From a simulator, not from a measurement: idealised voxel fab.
Name of the process module below: voxel wiring stack
It is cross-section cut that appears here, measuring 180 nm in width, its square cells being 5 nm in size.
Format of a cross-section: grid, square cells. Given as bands. Order: top down. Band: one or more rows of cells. Heights first: top, then bottom, in nm. Then materials, left to right, each with a width in nm. "everywhere" on a single material: fills the band edge to edge. "blank": empty space. All heights in this document are referenced to 0, defined as the level beneath which the wafer, as received, consists entirely of one material. The lowest band is not bounded below; it extends indefinitely downward and is written in the form "0 nm and below". The notation "30->40" denotes a width that varies across the rows of cells in the band, beginning at the first number in the top row, finishing at the second number in the bottom row, and changing by an identical amount from each row to the next. "nothing got changed" after a step means that no cell of the cross-section changed. Heads up: "Voids lacking openings" only lists the empty pockets with no open path to the top that are 8 cells or more, and it writes them as width x height at distance, distance from the left edge, in nm. Heads up: the bit after the settings on a step's line is the simulator's remark on that step. overlay nm: mask offset rightward from planned place, masked step; negative means leftward offset.
-- Planned process steps
| 1 | RECEIVE (material Si) |
| 2 | CONFORMAL_DEP (material SiO2; thk nm 15) |
| 3 | CONFORMAL_DEP (material SiN; thk nm 5) |
| 4 | DIRECTIONAL_DEP (material SiO2; thk nm 15) |
| 5 | DIRECTIONAL_DEP (material aC; thk nm 15) |
| 6 | PATTERN (tone open; mask id METAL_1; material resist; width nm 25; pitch nm 40; thk nm 35; overlay nm 0) |
| 7 | DIRECTIONAL_ETCH (etch materials aC; depth nm 15) |
| 8 | STRIP (etch materials resist) |
| 9 | DIRECTIONAL_ETCH (etch materials SiO2; depth nm 15) |
| 10 | DIRECTIONAL_ETCH (etch materials SiN; depth nm 5) |
| 11 | STRIP (etch materials aC) |
| 12 | CONFORMAL_DEP (material TiN; thk nm 5) |
| 13 | FILL_DEP (material Cu; thk nm 5) |
| 14 | CMP (height nm 35) |
| 15 | EPI (material Ru; thk nm 5) |
| 16 | FILL_DEP (material SiCN; thk nm 5) |
| 17 | DIRECTIONAL_DEP (material SiO2; thk nm 10) |
| 18 | PATTERN (tone open; mask id PLUG_1; material resist; width nm 15; pitch nm 40; thk nm 15; overlay nm 0) |
| 19 | DIRECTIONAL_ETCH (etch materials SiO2; depth nm 10) |
| 20 | DIRECTIONAL_ETCH (etch materials SiCN; depth nm 5) |
| 21 | STRIP (etch materials resist) |
| 22 | CONFORMAL_DEP (material TiN; thk nm 5) |
| 23 | FILL_DEP (material Ru; thk nm 10) |
| 24 | CMP (height nm 55) |
| 25 | DIRECTIONAL_DEP (material TiN; thk nm 5) |
| 26 | DIRECTIONAL_DEP (material W; thk nm 15) |
| 27 | PATTERN (tone cover; mask id METAL_2; material resist; width nm 25; pitch nm 40; thk nm 20; overlay nm 0) |
| 28 | DIRECTIONAL_ETCH (etch materials W; depth nm 15) |
| 29 | DIRECTIONAL_ETCH (etch materials TiN; depth nm 5) |
| 30 | STRIP (etch materials resist) |
| 31 | CONFORMAL_DEP (material SiN; thk nm 5) |
| 32 | FILL_DEP (material lowk; thk nm 10) |
| 33 | CMP (height nm 75) |
| 34 | CONFORMAL_DEP (material SiCN; thk nm 5) |
| 35 | DIRECTIONAL_DEP (material SiO2; thk nm 30) |
| 36 | DIRECTIONAL_DEP (material aC; thk nm 10) |
| 37 | PATTERN (tone open; mask id METAL_3_HOLES; material resist; width nm 15; thk nm 30; overlay nm 0) |
| 38 | DIRECTIONAL_ETCH (etch materials aC; depth nm 10) |
| 39 | STRIP (etch materials resist) |
| 40 | DIRECTIONAL_ETCH (etch materials SiO2; depth nm 30) |
| 41 | STRIP (etch materials aC) |
| 42 | DIRECTIONAL_DEP (material aC; thk nm 15) |
| 43 | PATTERN (tone open; mask id METAL_3; material resist; width nm 25; pitch nm 40; thk nm 30; overlay nm 0) |
| 44 | DIRECTIONAL_ETCH (etch materials aC; depth nm 15) |
| 45 | STRIP (etch materials resist) |
| 46 | DIRECTIONAL_ETCH (etch materials SiO2; depth nm 15) |
| 47 | DIRECTIONAL_ETCH (etch materials SiCN; depth nm 5) |
| 48 | STRIP (etch materials aC) |
| 49 | CONFORMAL_DEP (material TiN; thk nm 5) |
| 50 | FILL_DEP (material Cu; thk nm 5) |
| 51 | CMP (height nm 110) |
| 52 | CONFORMAL_DEP (material SiN; thk nm 5) |
Where the wafers of this document differ is in the width nm of step 37; they start out the same, and the plan states the value that applied to the first wafer.
-- Received wafers, first of several: cross-section after step 1
> 0 nm and below = Si everywhere
> Voids lacking openings: none
-- first wafer at the end, after step 52
> 115 nm to 110 nm = SiN everywhere
> 110 nm to 100 nm = 55 of SiO2  5 of TiN  15 of Cu  5 of TiN  15 of SiO2  5 of TiN  15 of Cu  5 of TiN  60 of SiO2
> 100 nm to 95 nm = 55 of SiO2  5 of TiN  5 of Cu  15 of TiN  15 of SiO2  25 of TiN  60 of SiO2
> 95 nm to 80 nm = 55 of SiO2  5 of TiN  5 of Cu  5 of TiN  110 of SiO2
> 80 nm to 75 nm = 55 of SiCN  15 of TiN  110 of SiCN
> 75 nm to 60 nm = 50 of lowk  5 of SiN  25 of W  5 of SiN  5 of lowk  5 of SiN  25 of W  5 of SiN  55 of lowk
> 60 nm to 55 nm = 55 of SiN  25 of TiN  15 of SiN  25 of TiN  60 of SiN
> 55 nm to 45 nm = 55 of SiO2  5 of TiN  5 of Ru  5 of TiN  25 of SiO2  5 of TiN  5 of Ru  5 of TiN  70 of SiO2
> 45 nm to 40 nm = 55 of SiCN  15 of TiN  25 of SiCN  15 of TiN  70 of SiCN
> 40 nm to 35 nm = 50 of SiCN  35 of Ru  5 of SiCN  35 of Ru  55 of SiCN
> 35 nm to 20 nm = 55 of SiO2  5 of TiN  15 of Cu  5 of TiN  15 of SiO2  5 of TiN  15 of Cu  5 of TiN  60 of SiO2
> 20 nm to 15 nm = 55 of SiN  25 of TiN  15 of SiN  25 of TiN  60 of SiN
> 15 nm to 0 nm = SiO2 everywhere
> 0 nm and below = Si everywhere
> Voids lacking openings: none
-- Last wafer, end of module, cross-section
> 115 nm to 110 nm = SiN everywhere
> 110 nm to 100 nm = 50 of SiO2  5 of TiN  20 of Cu  5 of TiN  15 of SiO2  5 of TiN  15 of Cu  5 of TiN  60 of SiO2
> 100 nm to 95 nm = 50 of SiO2  5 of TiN  20 of Cu  5 of TiN  15 of SiO2  25 of TiN  60 of SiO2
> 95 nm to 85 nm = 50 of SiO2  5 of TiN  20 of Cu  5 of TiN  100 of SiO2
> 85 nm to 80 nm = 50 of SiO2  10 of TiN  15 of Cu  5 of TiN  100 of SiO2
> 80 nm to 75 nm = 55 of SiCN  25 of TiN  100 of SiCN
> 75 nm to 60 nm = 50 of lowk  5 of SiN  25 of W  5 of SiN  5 of lowk  5 of SiN  25 of W  5 of SiN  55 of lowk
> 60 nm to 55 nm = 55 of SiN  25 of TiN  15 of SiN  25 of TiN  60 of SiN
> 55 nm to 45 nm = 55 of SiO2  5 of TiN  5 of Ru  5 of TiN  25 of SiO2  5 of TiN  5 of Ru  5 of TiN  70 of SiO2
> 45 nm to 40 nm = 55 of SiCN  15 of TiN  25 of SiCN  15 of TiN  70 of SiCN
> 40 nm to 35 nm = 50 of SiCN  35 of Ru  5 of SiCN  35 of Ru  55 of SiCN
> 35 nm to 20 nm = 55 of SiO2  5 of TiN  15 of Cu  5 of TiN  15 of SiO2  5 of TiN  15 of Cu  5 of TiN  60 of SiO2
> 20 nm to 15 nm = 55 of SiN  25 of TiN  15 of SiN  25 of TiN  60 of SiN
> 15 nm to 0 nm = SiO2 everywhere
> 0 nm and below = Si everywhere
> Voids lacking openings: none
-- Where each wafer stands at the end of the module, a row apiece: cells of each material gained (+) or lost (-) since it was received, then closed voids
width nm 15 | +34 Cu | +18 Ru | +85 SiCN | +100 SiN | +423 SiO2 | +72 TiN | +30 W | +66 lowk | Voids lacking openings: none
width nm 20 | +38 Cu | +18 Ru | +84 SiCN | +100 SiN | +420 SiO2 | +72 TiN | +30 W | +66 lowk | Voids lacking openings: none
width nm 25 | +43 Cu | +18 Ru | +84 SiCN | +100 SiN | +414 SiO2 | +73 TiN | +30 W | +66 lowk | Voids lacking openings: none
width nm 30 | +47 Cu | +18 Ru | +83 SiCN | +100 SiN | +411 SiO2 | +73 TiN | +30 W | +66 lowk | Voids lacking openings: none
